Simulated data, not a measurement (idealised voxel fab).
process module | voxel self aligned vias
cross-section cut | 235 nm wide | cells 5 nm
A cross-section is a grid of square cells, given in bands from the top down. A band is one or more rows of cells.
Each band's line starts with the height of the band's top and of its bottom, in nm. Then come its materials from left to right, each with its width in nm. One material with "throughout" fills the band from edge to edge. "air" is empty space.
Height 0 is the level under which the wafer as received is all one material. The lowest band goes on downwards, as in "0 down".
A width such as "30 to 40" changes by the same amount from each row of cells to the next, from the band's top row to its bottom row.
"no change" after a step means that no cell of the cross-section changed.
closed voids: empty space of 8 cells or more with no open way to the top, each as width x height at its distance from the left edge, in nm
after a step's settings: what the simulator itself notes on the step
overlay nm, on a step with a mask: how far to the right of its planned place the mask lay; to the left if negative
plan
1 op RECEIVE | material Si
2 op CONFORMAL_DEP | material SiO2 | thk nm 10
3 op CONFORMAL_DEP | material SiCN | thk nm 5
4 op DIRECTIONAL_DEP | material lowk | thk nm 20
5 op PATTERN | tone open | mask id LINES | material resist | width nm 25 | pitch nm 65 | thk nm 15 | overlay nm 0
6 op DIRECTIONAL_ETCH | etch materials lowk | depth nm 20
7 op STRIP | etch materials resist
8 op CONFORMAL_DEP | material TiN | thk nm 5
9 op FILL_DEP | material Ru | thk nm 5
10 op CMP | height nm 35
11 op SELECTIVE_ETCH | etch materials W Ru TiN | depth nm 10
12 op FILL_DEP | material SiN | thk nm 10
13 op CMP | height nm 35
14 op DIRECTIONAL_DEP | material lowk | thk nm 20
15 op DIRECTIONAL_DEP | material aC | thk nm 10
16 op PATTERN | tone open | mask id VIAS | material resist | width nm 35 | thk nm 30 | overlay nm 0
17 op DIRECTIONAL_ETCH | etch materials aC | depth nm 10
18 op STRIP | etch materials resist
19 op DIRECTIONAL_ETCH | etch materials lowk | depth nm 20
20 op DIRECTIONAL_ETCH | etch materials SiN | depth nm 10
21 op STRIP | etch materials aC
22 op CONFORMAL_DEP | material TiN | thk nm 5
23 op FILL_DEP | material W | thk nm 10
24 op CMP | height nm 55
25 op CONFORMAL_DEP | material SiN | thk nm 5
first wafer, as planned
as received, after step 1
  0 down: Si throughout
  closed voids: none
after step 2
  10 to 0: SiO2 throughout
  below 0: unchanged
after step 3
  15 to 10: SiCN throughout
  below 10: unchanged
after step 4
  35 to 15: lowk throughout
  below 15: unchanged
after step 5
  50 to 35: resist 70 | air 25 | resist 40 | air 25 | resist 75
  below 35: unchanged
after step 6
  50 to 35: resist 70 | air 25 | resist 40 | air 25 | resist 75
  35 to 15: lowk 70 | air 25 | lowk 40 | air 25 | lowk 75
  below 15: unchanged
after step 7
  35 to 15: lowk 70 | air 25 | lowk 40 | air 25 | lowk 75
  below 15: unchanged
after step 8
  40 to 35: TiN 75 | air 15 | TiN 50 | air 15 | TiN 80
  35 to 20: lowk 70 | TiN 5 | air 15 | TiN 5 | lowk 40 | TiN 5 | air 15 | TiN 5 | lowk 75
  20 to 15: lowk 70 | TiN 25 | lowk 40 | TiN 25 | lowk 75
  below 15: unchanged
after step 9
  45 to 40: Ru throughout
  40 to 35: TiN 75 | Ru 15 | TiN 50 | Ru 15 | TiN 80
  35 to 20: lowk 70 | TiN 5 | Ru 15 | TiN 5 | lowk 40 | TiN 5 | Ru 15 | TiN 5 | lowk 75
  below 20: unchanged
after step 10
  35 to 20: lowk 70 | TiN 5 | Ru 15 | TiN 5 | lowk 40 | TiN 5 | Ru 15 | TiN 5 | lowk 75
  below 20: unchanged
after step 11
  35 to 25: lowk 70 | air 25 | lowk 40 | air 25 | lowk 75
  below 25: unchanged
after step 12
  45 to 35: SiN throughout
  35 to 25: lowk 70 | SiN 25 | lowk 40 | SiN 25 | lowk 75
  below 25: unchanged
after step 13
  35 to 25: lowk 70 | SiN 25 | lowk 40 | SiN 25 | lowk 75
  below 25: unchanged
after step 14
  55 to 35: lowk throughout
  below 35: unchanged
after step 15
  65 to 55: aC throughout
  below 55: unchanged
after step 16
  95 to 65: resist 65 | air 35 | resist 135
  below 65: unchanged
after step 17
  85 to 65: resist 65 | air 35 | resist 135
  65 to 55: aC 65 | air 35 | aC 135
  below 55: unchanged
after step 18
  65 to 55: aC 65 | air 35 | aC 135
  below 55: unchanged
after step 19
  65 to 55: aC 65 | air 35 | aC 135
  55 to 35: lowk 65 | air 35 | lowk 135
  below 35: unchanged
after step 20
  65 to 55: aC 65 | air 35 | aC 135
  55 to 35: lowk 65 | air 35 | lowk 135
  35 to 25: lowk 70 | air 25 | lowk 40 | SiN 25 | lowk 75
  below 25: unchanged
after step 21
  55 to 35: lowk 65 | air 35 | lowk 135
  below 35: unchanged
after step 22
  60 to 55: TiN 70 | air 25 | TiN 140
  55 to 40: lowk 65 | TiN 5 | air 25 | TiN 5 | lowk 135
  40 to 35: lowk 65 | TiN 10 | air 15 | TiN 10 | lowk 135
  35 to 30: lowk 70 | TiN 5 | air 15 | TiN 5 | lowk 40 | SiN 25 | lowk 75
  30 to 25: lowk 70 | TiN 25 | lowk 40 | SiN 25 | lowk 75
  below 25: unchanged
after step 23
  70 to 60: W throughout
  60 to 55: TiN 70 | W 25 | TiN 140
  55 to 40: lowk 65 | TiN 5 | W 25 | TiN 5 | lowk 135
  40 to 35: lowk 65 | TiN 10 | W 15 | TiN 10 | lowk 135
  35 to 30: lowk 70 | TiN 5 | W 15 | TiN 5 | lowk 40 | SiN 25 | lowk 75
  below 30: unchanged
after step 24
  55 to 40: lowk 65 | TiN 5 | W 25 | TiN 5 | lowk 135
  below 40: unchanged
after step 25
  60 to 55: SiN throughout
  below 55: unchanged
second wafer: like start, like plan, one mistake. Through step 1 it matches the first wafer
when step 2 should have ended: no change
when step 3 should have ended
  5 to 0: SiCN throughout
  below 0: unchanged
when step 4 should have ended
  25 to 5: lowk throughout
  below 5: unchanged
when step 5 should have ended
  40 to 25: resist 70 | air 25 | resist 40 | air 25 | resist 75
  below 25: unchanged
when step 6 should have ended
  40 to 25: resist 70 | air 25 | resist 40 | air 25 | resist 75
  25 to 5: lowk 70 | air 25 | lowk 40 | air 25 | lowk 75
  below 5: unchanged
when step 7 should have ended
  25 to 5: lowk 70 | air 25 | lowk 40 | air 25 | lowk 75
  below 5: unchanged
when step 8 should have ended
  30 to 25: TiN 75 | air 15 | TiN 50 | air 15 | TiN 80
  25 to 10: lowk 70 | TiN 5 | air 15 | TiN 5 | lowk 40 | TiN 5 | air 15 | TiN 5 | lowk 75
  10 to 5: lowk 70 | TiN 25 | lowk 40 | TiN 25 | lowk 75
  below 5: unchanged
when step 9 should have ended
  35 to 30: Ru throughout
  30 to 25: TiN 75 | Ru 15 | TiN 50 | Ru 15 | TiN 80
  25 to 10: lowk 70 | TiN 5 | Ru 15 | TiN 5 | lowk 40 | TiN 5 | Ru 15 | TiN 5 | lowk 75
  below 10: unchanged
when step 10 should have ended: no change
when step 11 should have ended
  25 to 10: lowk 70 | TiN 5 | Ru 15 | TiN 5 | lowk 40 | TiN 5 | Ru 15 | TiN 5 | lowk 75
  below 10: unchanged
when step 12 should have ended
  35 to 25: SiN throughout
  below 25: unchanged
when step 13 should have ended: no change
when step 14 should have ended
  55 to 35: lowk throughout
  below 35: unchanged
when step 15 should have ended
  65 to 55: aC throughout
  below 55: unchanged
when step 16 should have ended
  95 to 65: resist 65 | air 35 | resist 135
  below 65: unchanged
when step 17 should have ended
  85 to 65: resist 65 | air 35 | resist 135
  65 to 55: aC 65 | air 35 | aC 135
  below 55: unchanged
when step 18 should have ended
  65 to 55: aC 65 | air 35 | aC 135
  below 55: unchanged
when step 19 should have ended
  65 to 55: aC 65 | air 35 | aC 135
  55 to 35: lowk 65 | air 35 | lowk 135
  below 35: unchanged
when step 20 should have ended
  65 to 55: aC 65 | air 35 | aC 135
  55 to 35: lowk 65 | air 35 | lowk 135
  35 to 25: SiN 65 | air 35 | SiN 135
  below 25: unchanged
when step 21 should have ended
  55 to 35: lowk 65 | air 35 | lowk 135
  below 35: unchanged
when step 22 should have ended
  60 to 55: TiN 70 | air 25 | TiN 140
  55 to 35: lowk 65 | TiN 5 | air 25 | TiN 5 | lowk 135
  35 to 30: SiN 65 | TiN 5 | air 25 | TiN 5 | SiN 135
  30 to 25: SiN 65 | TiN 35 | SiN 135
  below 25: unchanged
when step 23 should have ended
  70 to 60: W throughout
  60 to 55: TiN 70 | W 25 | TiN 140
  55 to 35: lowk 65 | TiN 5 | W 25 | TiN 5 | lowk 135
  35 to 30: SiN 65 | TiN 5 | W 25 | TiN 5 | SiN 135
  below 30: unchanged
when step 24 should have ended
  55 to 35: lowk 65 | TiN 5 | W 25 | TiN 5 | lowk 135
  below 35: unchanged
when step 25 should have ended
  60 to 55: SiN throughout
  below 55: unchanged
what went wrong: step 2 was left out
at the end the second wafer has, in cells: 12 more of Ru | 70 more of SiN | 94 fewer of SiO2 | 8 more of TiN | 4 more of W
